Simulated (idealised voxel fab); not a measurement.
Name of the process module below: voxel wiring stack
The width of the displayed cross-section, cut, is 265 nm; its cells are square, with a size of 5 nm.
If you're reading a cross-section in this doc, picture square cells in a grid; it comes to you as bands, top ones listed first down to the bottom, and a band can be one or more rows of cells. Per band: top height and bottom height in nm, followed by the left-to-right materials and their widths in nm; "throughout" marks a single material spanning edge to edge, "air" marks empty space. We count height from 0. Below that, the starting wafer is all one material. The lowest band never ends at the bottom but goes on down; see "0 -> down" for how that is written. A width given as "30..40" starts at the first number in the band's top row and ends at the second number in its bottom row, shifting by an equal amount at every step from row to row. Any step labelled "nothing changed" changed none of the cells in the cross-section. Empty spaces without an open route to the top, at least 8 cells in extent, make up the entry "Fully enclosed voids"; each is given as width x height at distance, where the distance is measured from the left edge, and all are in nm. after a step's settings: what the simulator itself notes on the step. The optional step-line setting "overlay nm" applies to steps with a mask and quantifies how far to the right of its planned location the mask lay, a negative value indicating leftward placement.

[The process steps that were planned are listed below]
1) RECEIVE: material Si
2) CONFORMAL_DEP: material SiO2, thk nm 15
3) DIRECTIONAL_DEP: material TiN, thk nm 5
4) DIRECTIONAL_DEP: material Ru, thk nm 20
5) MASKED_ETCH: tone cover, mask id METAL_1, width nm 30, pitch nm 50, etch materials Ru, depth nm 20, overlay nm 0
6) MASKED_ETCH: tone cover, mask id METAL_1, width nm 30, pitch nm 50, etch materials TiN, depth nm 5, overlay nm 0
7) FILL_DEP: material SiO2, thk nm 5
8) CMP: height nm 40
9) CONFORMAL_DEP: material SiCN, thk nm 5
10) DIRECTIONAL_DEP: material lowk, thk nm 15
11) MASKED_ETCH: tone open, mask id PLUG_1, width nm 15, pitch nm 100, etch materials lowk, depth nm 15, overlay nm 0
12) MASKED_ETCH: tone open, mask id PLUG_1, width nm 15, pitch nm 100, etch materials SiCN, depth nm 5, overlay nm 0
13) CONFORMAL_DEP: material TiN, thk nm 5
14) FILL_DEP: material Cu, thk nm 10
15) CMP: height nm 60
16) DIRECTIONAL_DEP: material TiN, thk nm 5
17) DIRECTIONAL_DEP: material Ru, thk nm 15
18) DIRECTIONAL_DEP: material aC, thk nm 15
19) PATTERN: tone cover, mask id METAL_2, material resist, width nm 30, pitch nm 50, thk nm 30, overlay nm 0
20) DIRECTIONAL_ETCH: etch materials aC, depth nm 15
21) STRIP: etch materials resist
22) DIRECTIONAL_ETCH: etch materials Ru, depth nm 15
23) DIRECTIONAL_ETCH: etch materials TiN, depth nm 5
24) STRIP: etch materials aC
25) CONFORMAL_DEP: material SiCN, thk nm 5
26) FILL_DEP: material lowk, thk nm 5
27) CMP: height nm 80
28) CONFORMAL_DEP: material SiCN, thk nm 5
29) DIRECTIONAL_DEP: material SiO2, thk nm 15
30) MASKED_ETCH: tone open, mask id PLUG_2, width nm 15, pitch nm 100, etch materials SiO2, depth nm 15, overlay nm 0
31) MASKED_ETCH: tone open, mask id PLUG_2, width nm 15, pitch nm 100, etch materials SiCN, depth nm 5, overlay nm 0
32) EPI: material Ru, thk nm 10
33) EPI: material Ru, thk nm 10
34) DIRECTIONAL_DEP: material TiN, thk nm 5
35) DIRECTIONAL_DEP: material Ru, thk nm 20
36) MASKED_ETCH: tone cover, mask id METAL_3, width nm 30, pitch nm 50, etch materials Ru, depth nm 20, overlay nm 0
37) MASKED_ETCH: tone cover, mask id METAL_3, width nm 30, pitch nm 50, etch materials TiN, depth nm 5, overlay nm 0
38) FILL_DEP: material SiO2, thk nm 5
39) CMP: height nm 125
40) CONFORMAL_DEP: material SiCN, thk nm 5
41) DIRECTIONAL_DEP: material lowk, thk nm 15
42) MASKED_ETCH: tone open, mask id PLUG_3, width nm 15, pitch nm 50, etch materials lowk, depth nm 15, overlay nm 0
43) MASKED_ETCH: tone open, mask id PLUG_3, width nm 15, pitch nm 50, etch materials SiCN, depth nm 5, overlay nm 0
44) EPI: material Ru, thk nm 10
45) EPI: material Ru, thk nm 10
46) CONFORMAL_DEP: material SiN, thk nm 5
47) DIRECTIONAL_DEP: material lowk, thk nm 15
48) MASKED_ETCH: tone open, mask id METAL_4, width nm 30, pitch nm 50, etch materials lowk, depth nm 15, overlay nm 0
49) MASKED_ETCH: tone open, mask id METAL_4, width nm 30, pitch nm 50, etch materials SiN, depth nm 5, overlay nm 0
50) CONFORMAL_DEP: material TiN, thk nm 5
51) FILL_DEP: material Ru, thk nm 10
52) CMP: height nm 165
53) CONFORMAL_DEP: material SiCN, thk nm 5

[As-received state of the wafer in cross-section, equivalent to post-step 1]
0 -> down  Si throughout
Fully enclosed voids: none

[First wafer of two, sectioned at end of module; run went per plan]
170 -> 165  SiCN throughout
165 -> 150  lowk 40; TiN 5; Ru 20; TiN 5; lowk 20; TiN 5; Ru 20; TiN 5; lowk 20; TiN 5; Ru 20; TiN 5; lowk 20; TiN 5; Ru 20; TiN 5; lowk 45
150 -> 145  SiN 40; TiN 30; SiN 20; TiN 30; SiN 20; TiN 30; SiN 20; TiN 30; SiN 45
145 -> 130  lowk 40; Ru 15; lowk 35; Ru 15; lowk 35; Ru 15; lowk 35; Ru 15; lowk 60
130 -> 125  SiCN 40; Ru 15; SiCN 35; Ru 15; SiCN 35; Ru 15; SiCN 35; Ru 15; SiCN 60
125 -> 105  SiO2 40; Ru 30; SiO2 20; Ru 30; SiO2 20; Ru 30; SiO2 20; Ru 30; SiO2 45
105 -> 100  SiO2 40; TiN 30; SiO2 20; TiN 30; SiO2 20; TiN 30; SiO2 20; TiN 30; SiO2 45
100 -> 85  SiO2 40; Ru 15; SiO2 85; Ru 15; SiO2 110
85 -> 80  SiCN 40; Ru 15; SiCN 85; Ru 15; SiCN 110
80 -> 65  lowk 35; SiCN 5; Ru 30; SiCN 5; lowk 10; SiCN 5; Ru 30; SiCN 5; lowk 10; SiCN 5; Ru 30; SiCN 5; lowk 10; SiCN 5; Ru 30; SiCN 5; lowk 40
65 -> 60  SiCN 40; TiN 30; SiCN 20; TiN 30; SiCN 20; TiN 30; SiCN 20; TiN 30; SiCN 45
60 -> 45  lowk 40; TiN 5; Cu 5; TiN 5; lowk 85; TiN 5; Cu 5; TiN 5; lowk 110
45 -> 40  SiCN 40; TiN 15; SiCN 85; TiN 15; SiCN 110
40 -> 20  SiO2 40; Ru 30; SiO2 20; Ru 30; SiO2 20; Ru 30; SiO2 20; Ru 30; SiO2 45
20 -> 15  SiO2 40; TiN 30; SiO2 20; TiN 30; SiO2 20; TiN 30; SiO2 20; TiN 30; SiO2 45
15 -> 0  SiO2 throughout
0 -> down  Si throughout
Fully enclosed voids: none

[Second of two wafers, module complete, sectioned: it shares the first wafer's start and plan but was run with one mistake]
170 -> 165  SiCN throughout
165 -> 150  lowk 40; TiN 5; Ru 20; TiN 5; lowk 20; TiN 5; Ru 20; TiN 5; lowk 20; TiN 5; Ru 20; TiN 5; lowk 20; TiN 5; Ru 20; TiN 5; lowk 45
150 -> 145  SiN 40; TiN 30; SiN 20; TiN 30; SiN 20; TiN 30; SiN 20; TiN 30; SiN 45
145 -> 130  lowk 40; Ru 15; lowk 35; Ru 15; lowk 35; Ru 15; lowk 35; Ru 15; lowk 60
130 -> 125  SiCN 40; Ru 15; SiCN 35; Ru 15; SiCN 35; Ru 15; SiCN 35; Ru 15; SiCN 60
125 -> 120  SiO2 40; Ru 30; SiO2 20; Ru 30; SiO2 20; Ru 30; SiO2 20; Ru 30; SiO2 45
120 -> 115  SiO2 40; Ru 15; TiN 15; SiO2 20; TiN 30; SiO2 20; Ru 15; TiN 15; SiO2 20; TiN 30; SiO2 45
115 -> 105  SiO2 40; Ru 15; SiO2 85; Ru 15; SiO2 110
105 -> 100  SiO2 40; TiN 15; SiO2 85; TiN 15; SiO2 110
100 -> 85  SiO2 throughout
85 -> 80  SiCN throughout
80 -> 65  lowk 35; SiCN 5; Ru 30; SiCN 5; lowk 10; SiCN 5; Ru 30; SiCN 5; lowk 10; SiCN 5; Ru 30; SiCN 5; lowk 10; SiCN 5; Ru 30; SiCN 5; lowk 40
65 -> 60  SiCN 40; TiN 30; SiCN 20; TiN 30; SiCN 20; TiN 30; SiCN 20; TiN 30; SiCN 45
60 -> 45  lowk 40; TiN 5; Cu 5; TiN 5; lowk 85; TiN 5; Cu 5; TiN 5; lowk 110
45 -> 40  SiCN 40; TiN 15; SiCN 85; TiN 15; SiCN 110
40 -> 20  SiO2 40; Ru 30; SiO2 20; Ru 30; SiO2 20; Ru 30; SiO2 20; Ru 30; SiO2 45
20 -> 15  SiO2 40; TiN 30; SiO2 20; TiN 30; SiO2 20; TiN 30; SiO2 20; TiN 30; SiO2 45
15 -> 0  SiO2 throughout
0 -> down  Si throughout
Fully enclosed voids: none
In executing the process, a mistake was made relative to the plan: twice over, step 29 of the plan was run
The second wafer ends with more or fewer cells of some materials than the first, per final count: Ru: 78 fewer; SiCN: 6 more; SiO2: 72 more
